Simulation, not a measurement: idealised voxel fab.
Proc. module: voxel wiring stack
Square cells of 5 nm make up the cross-section cut, whose width is 230 nm.
Notation: cross-section as square-cell grid; stated in bands, top first, going down; one or more cell rows per band. Within each band entry, the heights of the top and of the bottom of the band appear first, in that order and in nm; the materials of the band then follow from left to right, each with its corresponding width in nm. The designation "everywhere" on a single material indicates that it fills the band from edge to edge; the designation "blank" indicates empty space. It should be noted that heights are counted from 0, beneath which the wafer as supplied is of one material throughout, and that the lowest band possesses no lower boundary but continues downward, as written in "0 -> down". Think of "30->40" as a width that walks from the first number to the second as you go down the band, top row to bottom row, taking equal-sized steps from row to row. You'll sometimes find "no modification" written for a step, and that's the way of saying that nowhere in the cross-section did a cell change during that step. Enclosed cavity list: empty space of 8 cells or more with no open way to the top, each as width x height at its distance from the left edge, in nm. Formally, on a step line, whatever follows the settings is a remark that the simulator itself makes on the step. overlay nm: where the mask lay relative to plan, measured to the right, on steps with a mask; negatives go left.
# The following list gives the planned process steps
1. RECEIVE [material Si]
2. CONFORMAL_DEP [material SiO2] [thk nm 15]
3. DIRECTIONAL_DEP [material TiN] [thk nm 5]
4. DIRECTIONAL_DEP [material W] [thk nm 25]
5. DIRECTIONAL_DEP [material aC] [thk nm 15]
6. PATTERN [tone cover] [mask id METAL_1] [material resist] [width nm 25] [pitch nm 40] [thk nm 30] [overlay nm 0]
7. DIRECTIONAL_ETCH [etch materials aC] [depth nm 15]
8. STRIP [etch materials resist]
9. DIRECTIONAL_ETCH [etch materials W] [depth nm 25]
10. DIRECTIONAL_ETCH [etch materials TiN] [depth nm 5]
11. STRIP [etch materials aC]
12. FILL_DEP [material lowk] [thk nm 5]
13. CMP [height nm 45]
14. CONFORMAL_DEP [material SiCN] [thk nm 5]
15. DIRECTIONAL_DEP [material SiO2] [thk nm 15]
16. DIRECTIONAL_DEP [material aC] [thk nm 10]
17. PATTERN [tone open] [mask id PLUG_1] [material resist] [width nm 15] [pitch nm 80] [thk nm 25] [overlay nm 0]
18. DIRECTIONAL_ETCH [etch materials aC] [depth nm 10]
19. STRIP [etch materials resist]
20. DIRECTIONAL_ETCH [etch materials SiO2] [depth nm 15]
21. DIRECTIONAL_ETCH [etch materials SiCN] [depth nm 5]
22. STRIP [etch materials aC]
23. EPI [material Ru] [thk nm 10]
24. EPI [material Ru] [thk nm 10]
25. DIRECTIONAL_DEP [material TiN] [thk nm 5]
26. DIRECTIONAL_DEP [material W] [thk nm 15]
27. MASKED_ETCH [tone cover] [mask id METAL_2] [width nm 25] [pitch nm 40] [etch materials W] [depth nm 15] [overlay nm 0]
28. MASKED_ETCH [tone cover] [mask id METAL_2] [width nm 25] [pitch nm 40] [etch materials TiN] [depth nm 5] [overlay nm 0]
29. CONFORMAL_DEP [material SiN] [thk nm 5]
30. FILL_DEP [material SiO2] [thk nm 5]
31. CMP [height nm 85]
32. CONFORMAL_DEP [material SiCN] [thk nm 5]
33. DIRECTIONAL_DEP [material lowk] [thk nm 25]
34. DIRECTIONAL_DEP [material aC] [thk nm 15]
35. PATTERN [tone open] [mask id METAL_3_HOLES] [material resist] [width nm 15] [pitch nm 40] [thk nm 35] [overlay nm 0]
36. DIRECTIONAL_ETCH [etch materials aC] [depth nm 15]
37. STRIP [etch materials resist]
38. DIRECTIONAL_ETCH [etch materials lowk] [depth nm 25]
39. STRIP [etch materials aC]
40. DIRECTIONAL_DEP [material aC] [thk nm 10]
41. PATTERN [tone open] [mask id METAL_3] [material resist] [width nm 25] [pitch nm 40] [thk nm 25] [overlay nm 0]
42. DIRECTIONAL_ETCH [etch materials aC] [depth nm 10]
43. STRIP [etch materials resist]
44. DIRECTIONAL_ETCH [etch materials lowk] [depth nm 15]
45. DIRECTIONAL_ETCH [etch materials SiCN] [depth nm 5]
46. STRIP [etch materials aC]
47. CONFORMAL_DEP [material TiN] [thk nm 5]
48. FILL_DEP [material Ru] [thk nm 5]
49. CMP [height nm 115]
50. CONFORMAL_DEP [material SiCN] [thk nm 5]
51. DIRECTIONAL_DEP [material lowk] [thk nm 15]
52. PATTERN [tone open] [mask id PLUG_3] [material resist] [width nm 15] [pitch nm 80] [thk nm 15] [overlay nm 0]
53. DIRECTIONAL_ETCH [etch materials lowk] [depth nm 15]
54. DIRECTIONAL_ETCH [etch materials SiCN] [depth nm 5]
55. STRIP [etch materials resist]
56. CONFORMAL_DEP [material TiN] [thk nm 5]
57. FILL_DEP [material W] [thk nm 5]
58. CMP [height nm 135]
59. DIRECTIONAL_DEP [material TiN] [thk nm 5]
60. DIRECTIONAL_DEP [material W] [thk nm 15]
61. PATTERN [tone cover] [mask id METAL_4] [material resist] [width nm 25] [pitch nm 40] [thk nm 15] [overlay nm 0]
62. DIRECTIONAL_ETCH [etch materials W] [depth nm 15]
63. DIRECTIONAL_ETCH [etch materials TiN] [depth nm 5]
64. STRIP [etch materials resist]
65. FILL_DEP [material lowk] [thk nm 10]
66. CMP [height nm 155]
67. CONFORMAL_DEP [material SiCN] [thk nm 5]
# Step 1 complete: cross-section of the wafer as received
  0 -> down  Si everywhere
  Enclosed cavity list: none
# First wafer of two, sectioned at end of module; run went per plan
  160 -> 155  SiCN everywhere
  155 -> 140  40 nm lowk, then 25 nm W, then 15 nm lowk, then 25 nm W, then 15 nm lowk, then 25 nm W, then 15 nm lowk, then 25 nm W, then 45 nm lowk
  140 -> 135  40 nm lowk, then 25 nm TiN, then 15 nm lowk, then 25 nm TiN, then 15 nm lowk, then 25 nm TiN, then 15 nm lowk, then 25 nm TiN, then 45 nm lowk
  135 -> 120  40 nm lowk, then 5 nm TiN, then 5 nm W, then 5 nm TiN, then 65 nm lowk, then 5 nm TiN, then 5 nm W, then 5 nm TiN, then 95 nm lowk
  120 -> 115  40 nm SiCN, then 15 nm TiN, then 65 nm SiCN, then 15 nm TiN, then 95 nm SiCN
  115 -> 105  40 nm lowk, then 5 nm TiN, then 15 nm Ru, then 5 nm TiN, then 15 nm lowk, then 5 nm TiN, then 15 nm Ru, then 5 nm TiN, then 15 nm lowk, then 5 nm TiN, then 15 nm Ru, then 5 nm TiN, then 15 nm lowk, then 5 nm TiN, then 15 nm Ru, then 5 nm TiN, then 45 nm lowk
  105 -> 100  40 nm lowk, then 5 nm TiN, then 5 nm Ru, then 15 nm TiN, then 15 nm lowk, then 5 nm TiN, then 5 nm Ru, then 15 nm TiN, then 15 nm lowk, then 5 nm TiN, then 5 nm Ru, then 15 nm TiN, then 15 nm lowk, then 5 nm TiN, then 5 nm Ru, then 15 nm TiN, then 45 nm lowk
  100 -> 90  40 nm lowk, then 5 nm TiN, then 5 nm Ru, then 5 nm TiN, then 25 nm lowk, then 5 nm TiN, then 5 nm Ru, then 5 nm TiN, then 25 nm lowk, then 5 nm TiN, then 5 nm Ru, then 5 nm TiN, then 25 nm lowk, then 5 nm TiN, then 5 nm Ru, then 5 nm TiN, then 55 nm lowk
  90 -> 85  40 nm SiCN, then 15 nm TiN, then 25 nm SiCN, then 15 nm TiN, then 25 nm SiCN, then 15 nm TiN, then 25 nm SiCN, then 15 nm TiN, then 55 nm SiCN
  85 -> 70  35 nm SiO2, then 5 nm SiN, then 25 nm W, then 5 nm SiN, then 5 nm SiO2, then 5 nm SiN, then 25 nm W, then 5 nm SiN, then 5 nm SiO2, then 5 nm SiN, then 25 nm W, then 5 nm SiN, then 5 nm SiO2, then 5 nm SiN, then 25 nm W, then 5 nm SiN, then 40 nm SiO2
  70 -> 65  40 nm SiN, then 25 nm TiN, then 15 nm SiN, then 25 nm TiN, then 15 nm SiN, then 25 nm TiN, then 15 nm SiN, then 25 nm TiN, then 45 nm SiN
  65 -> 50  40 nm SiO2, then 15 nm Ru, then 65 nm SiO2, then 15 nm Ru, then 95 nm SiO2
  50 -> 45  40 nm SiCN, then 15 nm Ru, then 65 nm SiCN, then 15 nm Ru, then 95 nm SiCN
  45 -> 20  40 nm lowk, then 25 nm W, then 15 nm lowk, then 25 nm W, then 15 nm lowk, then 25 nm W, then 15 nm lowk, then 25 nm W, then 45 nm lowk
  20 -> 15  40 nm lowk, then 25 nm TiN, then 15 nm lowk, then 25 nm TiN, then 15 nm lowk, then 25 nm TiN, then 15 nm lowk, then 25 nm TiN, then 45 nm lowk
  15 -> 0  SiO2 everywhere
  0 -> down  Si everywhere
  Enclosed cavity list: none
# So this is wafer number two of the two, cut at the end of the module - it started where the first did and had the same plan, we just got one thing wrong running it
  160 -> 155  SiCN everywhere
  155 -> 140  40 nm lowk, then 25 nm W, then 15 nm lowk, then 25 nm W, then 15 nm lowk, then 25 nm W, then 15 nm lowk, then 25 nm W, then 45 nm lowk
  140 -> 135  40 nm lowk, then 25 nm TiN, then 15 nm lowk, then 25 nm TiN, then 15 nm lowk, then 25 nm TiN, then 15 nm lowk, then 25 nm TiN, then 45 nm lowk
  135 -> 130  40 nm lowk, then 5 nm TiN, then 5 nm W, then 5 nm TiN, then 65 nm lowk, then 5 nm TiN, then 5 nm W, then 5 nm TiN, then 95 nm lowk
  130 -> 125  40 nm SiCN, then 15 nm TiN, then 65 nm SiCN, then 15 nm TiN, then 95 nm SiCN
  125 -> 115  SiCN everywhere
  115 -> 105  40 nm lowk, then 5 nm TiN, then 15 nm Ru, then 5 nm TiN, then 15 nm lowk, then 5 nm TiN, then 15 nm Ru, then 5 nm TiN, then 15 nm lowk, then 5 nm TiN, then 15 nm Ru, then 5 nm TiN, then 15 nm lowk, then 5 nm TiN, then 15 nm Ru, then 5 nm TiN, then 45 nm lowk
  105 -> 100  40 nm lowk, then 5 nm TiN, then 5 nm Ru, then 15 nm TiN, then 15 nm lowk, then 5 nm TiN, then 5 nm Ru, then 15 nm TiN, then 15 nm lowk, then 5 nm TiN, then 5 nm Ru, then 15 nm TiN, then 15 nm lowk, then 5 nm TiN, then 5 nm Ru, then 15 nm TiN, then 45 nm lowk
  100 -> 90  40 nm lowk, then 5 nm TiN, then 5 nm Ru, then 5 nm TiN, then 25 nm lowk, then 5 nm TiN, then 5 nm Ru, then 5 nm TiN, then 25 nm lowk, then 5 nm TiN, then 5 nm Ru, then 5 nm TiN, then 25 nm lowk, then 5 nm TiN, then 5 nm Ru, then 5 nm TiN, then 55 nm lowk
  90 -> 85  40 nm SiCN, then 15 nm TiN, then 25 nm SiCN, then 15 nm TiN, then 25 nm SiCN, then 15 nm TiN, then 25 nm SiCN, then 15 nm TiN, then 55 nm SiCN
  85 -> 70  35 nm SiO2, then 5 nm SiN, then 25 nm W, then 5 nm SiN, then 5 nm SiO2, then 5 nm SiN, then 25 nm W, then 5 nm SiN, then 5 nm SiO2, then 5 nm SiN, then 25 nm W, then 5 nm SiN, then 5 nm SiO2, then 5 nm SiN, then 25 nm W, then 5 nm SiN, then 40 nm SiO2
  70 -> 65  40 nm SiN, then 25 nm TiN, then 15 nm SiN, then 25 nm TiN, then 15 nm SiN, then 25 nm TiN, then 15 nm SiN, then 25 nm TiN, then 45 nm SiN
  65 -> 50  40 nm SiO2, then 15 nm Ru, then 65 nm SiO2, then 15 nm Ru, then 95 nm SiO2
  50 -> 45  40 nm SiCN, then 15 nm Ru, then 65 nm SiCN, then 15 nm Ru, then 95 nm SiCN
  45 -> 20  40 nm lowk, then 25 nm W, then 15 nm lowk, then 25 nm W, then 15 nm lowk, then 25 nm W, then 15 nm lowk, then 25 nm W, then 45 nm lowk
  20 -> 15  40 nm lowk, then 25 nm TiN, then 15 nm lowk, then 25 nm TiN, then 15 nm lowk, then 25 nm TiN, then 15 nm lowk, then 25 nm TiN, then 45 nm lowk
  15 -> 0  SiO2 everywhere
  0 -> down  Si everywhere
  Enclosed cavity list: none
Nonconformance to the process plan: for step 50, the planned setting was not used; the step was instead run as CONFORMAL_DEP [material SiCN] [thk nm 15]
Once processing is complete, comparing cell counts shows that the second wafer has more or fewer of certain materials than the first: 92 more of SiCN; 8 fewer of TiN; 4 fewer of W; 80 fewer of lowk
